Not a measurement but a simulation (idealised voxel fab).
The process module that follows is named voxel capacitor over wiring.
Displayed cross-section: cut, width of 200 nm, square cells sized 5 nm.
Heads up, the way a cross-section reads in here is a grid of square cells, handed over as bands from the top down, with every band being one or more rows of cells. A band entry consists of two parts. The first gives the height of the band's top and the height of its bottom, in nm. The rest lists the band's materials from left to right, each with its width in nm. A single material labelled with the word "full width" fills the band from edge to edge, and the word "blank" marks empty space. Heights are expressed relative to 0, this being the level below which the as-received wafer comprises one material exclusively. The lowest band is unbounded in the downward direction and is denoted as in "0 and below". Width "30 to 40": first value at the band's top row of cells, second value at its bottom row, equal change from row to row. Step note "nothing different" = no cross-section cell changed. "Fully enclosed voids": empty spaces of 8 cells or more with no open way to the top, each given as width x height at distance, distance from the left edge, all in nm. after a step's settings: what the simulator itself notes on the step. overlay nm: how far to the right of its planned place the mask lay on this masked step (negative: to the left).
Listed below are the process steps as planned:
1,RECEIVE (material Si)
2,CONFORMAL_DEP (material SiO2; thk nm 15)
3,DIRECTIONAL_DEP (material TiN; thk nm 5)
4,DIRECTIONAL_DEP (material W; thk nm 20)
5,PATTERN (tone cover; mask id METAL_1; material resist; width nm 20; pitch nm 80; thk nm 15; overlay nm 0)
6,DIRECTIONAL_ETCH (etch materials W; depth nm 20)
7,DIRECTIONAL_ETCH (etch materials TiN; depth nm 5)
8,STRIP (etch materials resist)
9,CONFORMAL_DEP (material SiN; thk nm 5)
10,FILL_DEP (material lowk; thk nm 10)
11,CMP (height nm 40)
12,CONFORMAL_DEP (material SiCN; thk nm 5)
13,DIRECTIONAL_DEP (material SiO2; thk nm 20)
14,MASKED_ETCH (tone open; mask id PLUG_1; width nm 15; etch materials SiO2; depth nm 20; overlay nm 0)
15,MASKED_ETCH (tone open; mask id PLUG_1; width nm 15; etch materials SiCN; depth nm 5; overlay nm 0)
16,CONFORMAL_DEP (material TiN; thk nm 5)
17,FILL_DEP (material W; thk nm 10)
18,CMP (height nm 65)
19,DIRECTIONAL_DEP (material TiN; thk nm 5)
20,DIRECTIONAL_DEP (material Al2O3; thk nm 5)
21,DIRECTIONAL_DEP (material TiN; thk nm 10)
22,MASKED_ETCH (tone cover; mask id UPPER_PLATE; width nm 65; etch materials TiN; depth nm 10; overlay nm 0)
23,MASKED_ETCH (tone cover; mask id UPPER_PLATE; width nm 65; etch materials Al2O3; depth nm 5; overlay nm 0)
24,DIRECTIONAL_DEP (material aC; thk nm 15)
25,PATTERN (tone cover; mask id LOWER_PLATE; material resist; width nm 75; thk nm 35; overlay nm 0)
26,DIRECTIONAL_ETCH (etch materials aC; depth nm 15)
27,STRIP (etch materials resist)
28,DIRECTIONAL_ETCH (etch materials TiN; depth nm 5)
29,STRIP (etch materials aC)
30,FILL_DEP (material SiO2; thk nm 15)
31,CMP (height nm 95)
32,MASKED_ETCH (tone open; mask id PLUG_2; width nm 15; etch materials SiO2; depth nm 10; overlay nm 0)
33,CONFORMAL_DEP (material TiN; thk nm 5)
34,FILL_DEP (material W; thk nm 5)
35,CMP (height nm 95)
36,CONFORMAL_DEP (material SiN; thk nm 5)
As received, after step 1:
	0 and below  Si full width
	Fully enclosed voids: none
Cross-section at module end, one run error; start and plan unchanged from above:
	100 down to 95  SiN full width
	95 down to 90  SiO2=65, then TiN=5, then W=10, then TiN=5, then SiO2=115
	90 down to 85  SiO2=65, then TiN=20, then SiO2=115
	85 down to 75  SiO2=55, then TiN=65, then SiO2=80
	75 down to 70  SiO2=55, then Al2O3=65, then SiO2=80
	70 down to 65  SiO2=50, then TiN=75, then SiO2=75
	65 down to 45  SiO2=55, then TiN=5, then W=5, then TiN=5, then SiO2=130
	45 down to 40  SiCN=55, then TiN=15, then SiCN=130
	40 down to 20  lowk=45, then SiN=5, then W=20, then SiN=5, then lowk=50, then SiN=5, then W=20, then SiN=5, then lowk=45
	20 down to 15  SiN=50, then TiN=20, then SiN=60, then TiN=20, then SiN=50
	15 down to 0  SiO2 full width
	0 and below  Si full width
	Fully enclosed voids: none
It is concluded that the wafer was processed incorrectly with respect to the plan, in that the process deviated at step 32: the operation and settings actually run there were MASKED_ETCH (tone open; mask id PLUG_2; width nm 20; etch materials SiO2; depth nm 10; overlay nm 0)
